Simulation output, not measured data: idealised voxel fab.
process module | voxel transistor to metal
cross-section cut | 160 nm wide | cells 5 nm
A cross-section is a grid of square cells, given in bands from the top down. A band is one or more rows of cells.
Each band's line starts with the height of the band's top and of its bottom, in nm. Then come its materials from left to right, each with its width in nm. One material with "throughout" fills the band from edge to edge. "air" is empty space.
Height 0 is the level under which the wafer as received is all one material. The lowest band goes on downwards, as in "0 down".
A width such as "30 to 40" changes by the same amount from each row of cells to the next, from the band's top row to its bottom row.
"no change" after a step means that no cell of the cross-section changed.
closed voids: empty space of 8 cells or more with no open way to the top, each as width x height at its distance from the left edge, in nm
after a step's settings: what the simulator itself notes on the step
overlay nm, on a step with a mask: how far to the right of its planned place the mask lay; to the left if negative
plan
1 op RECEIVE | material Si
2 op OXIDIZE | depth nm 5
3 op CONFORMAL_DEP | material SiN | thk nm 15
4 op PATTERN | tone cover | mask id ACTIVE | material resist | width nm 120 | thk nm 15 | overlay nm 0
5 op DIRECTIONAL_ETCH | etch materials SiN | depth nm 15
6 op DIRECTIONAL_ETCH | etch materials SiO2 | depth nm 5
7 op DIRECTIONAL_ETCH | etch materials Si | depth nm 35
8 op STRIP | etch materials resist
9 op OXIDIZE | depth nm 5
10 op FILL_DEP | material SiO2 | thk nm 5
11 op CMP | height nm 15
12 op SELECTIVE_ETCH | etch materials SiO2 | depth nm 5
13 op STRIP | etch materials SiN
14 op SELECTIVE_ETCH | etch materials SiO2 | depth nm 5
15 op OXIDIZE | depth nm 5
16 op DIRECTIONAL_DEP | material polySi | thk nm 20
17 op DIRECTIONAL_DEP | material SiCN | thk nm 10
18 op MASKED_ETCH | tone cover | mask id GATE | width nm 30 | etch materials SiCN | depth nm 20 | overlay nm 0
19 op MASKED_ETCH | tone cover | mask id GATE | width nm 30 | etch materials polySi | depth nm 30 | overlay nm 0
20 op CONFORMAL_DEP | material SiO2 | thk nm 5
21 op DIRECTIONAL_ETCH | etch materials SiO2 | depth nm 5
22 op CONFORMAL_DEP | material SiN | thk nm 5
23 op DIRECTIONAL_ETCH | etch materials SiN | depth nm 5
24 op DIRECTIONAL_ETCH | etch materials SiO2 | depth nm 5
25 op DIRECTIONAL_ETCH | etch materials Si | depth nm 15
26 op EPI | material SiGe | thk nm 20
27 op FILL_DEP | material SiO2 | thk nm 10
28 op CMP | height nm 15
29 op STRIP | etch materials polySi
30 op SELECTIVE_ETCH | etch materials SiO2 | depth nm 5
31 op CONFORMAL_DEP | material HfO2 | thk nm 5
32 op CONFORMAL_DEP | material TiN | thk nm 5
33 op FILL_DEP | material W | thk nm 10
34 op CMP | height nm 10
35 op DIRECTIONAL_DEP | material SiO2 | thk nm 10
36 op PATTERN | tone open | mask id CONTACT | material resist | width nm 20 | pitch nm 90 | thk nm 15 | overlay nm 0
37 op DIRECTIONAL_ETCH | etch materials SiO2 | depth nm 25
38 op STRIP | etch materials resist
39 op CONFORMAL_DEP | material TiN | thk nm 5
40 op FILL_DEP | material W | thk nm 5
41 op CMP | height nm 20
42 op DIRECTIONAL_DEP | material TiN | thk nm 5
43 op DIRECTIONAL_DEP | material W | thk nm 20
44 op PATTERN | tone cover | mask id METAL_1 | material resist | width nm 20 | pitch nm 90 | thk nm 20 | overlay nm 0
45 op DIRECTIONAL_ETCH | etch materials W | depth nm 20
46 op DIRECTIONAL_ETCH | etch materials TiN | depth nm 5
47 op STRIP | etch materials resist
48 op CONFORMAL_DEP | material SiN | thk nm 5
49 op FILL_DEP | material SiO2 | thk nm 10
50 op CMP | height nm 45
51 op CONFORMAL_DEP | material SiCN | thk nm 5
52 op DIRECTIONAL_DEP | material SiO2 | thk nm 35
53 op PATTERN | tone open | mask id METAL_2_HOLES | material resist | width nm 15 | pitch nm 90 | thk nm 20 | overlay nm 0
54 op DIRECTIONAL_ETCH | etch materials SiO2 | depth nm 35
55 op STRIP | etch materials resist
56 op PATTERN | tone open | mask id METAL_2 | material resist | width nm 20 | pitch nm 90 | thk nm 15 | overlay nm 0
57 op DIRECTIONAL_ETCH | etch materials SiO2 | depth nm 20
58 op DIRECTIONAL_ETCH | etch materials SiCN | depth nm 5
59 op STRIP | etch materials resist
60 op CONFORMAL_DEP | material TiN | thk nm 5
61 op FILL_DEP | material Cu | thk nm 10
62 op CMP | height nm 85
63 op CONFORMAL_DEP | material SiCN | thk nm 5
as received, after step 1
  0 down: Si throughout
  closed voids: none
a wafer at the end: this start, this plan, one mistake
  90 to 85: SiCN throughout
  85 to 80: TiN 30 | Cu 10 | TiN 80 | Cu 10 | TiN 30
  80 to 65: SiO2 25 | TiN 5 | Cu 10 | TiN 5 | SiO2 70 | TiN 5 | Cu 10 | TiN 5 | SiO2 25
  65 to 60: SiO2 25 | TiN 5 | Cu 5 | TiN 10 | SiO2 70 | TiN 5 | Cu 5 | TiN 10 | SiO2 25
  60 to 45: SiO2 25 | TiN 5 | Cu 5 | TiN 5 | SiO2 75 | TiN 5 | Cu 5 | TiN 5 | SiO2 30
  45 to 40: SiCN 25 | TiN 15 | SiCN 75 | TiN 15 | SiCN 30
  40 to 25: SiO2 20 | SiN 5 | W 20 | SiN 5 | SiO2 60 | SiN 5 | W 20 | SiN 5 | SiO2 20
  25 to 20: SiN 25 | TiN 20 | SiN 70 | TiN 20 | SiN 25
  20 to 15: SiO2 25 | TiN 5 | W 10 | TiN 5 | SiO2 70 | TiN 5 | W 10 | TiN 5 | SiO2 25
  15 to 10: SiO2 25 | TiN 20 | SiO2 70 | TiN 20 | SiO2 25
  10 to 5: SiO2 25 | TiN 10 | SiGe 20 | SiN 5 | HfO2 5 | TiN 5 | W 20 | TiN 5 | HfO2 5 | SiN 5 | SiGe 20 | TiN 10 | SiO2 25
  5 to 0: SiO2 20 | SiN 5 | TiN 10 | SiGe 20 | SiN 5 | HfO2 5 | TiN 5 | W 20 | TiN 5 | HfO2 5 | SiN 5 | SiGe 20 | TiN 10 | SiN 5 | SiO2 20
  0 to -5: SiO2 20 | SiN 5 | TiN 10 | SiGe 20 | SiN 5 | HfO2 5 | TiN 30 | HfO2 5 | SiN 5 | SiGe 20 | TiN 10 | SiN 5 | SiO2 20
  -5 to -10: SiO2 25 | SiGe 30 | SiO2 5 | HfO2 40 | SiO2 5 | SiGe 30 | SiO2 25
  -10 to -25: SiO2 25 | SiGe 30 | Si 50 | SiGe 30 | SiO2 25
  -25 to -45: SiO2 25 | Si 110 | SiO2 25
  -45 down: Si throughout
  closed voids: none
what went wrong: step 50 ran as: op CMP | height nm 40
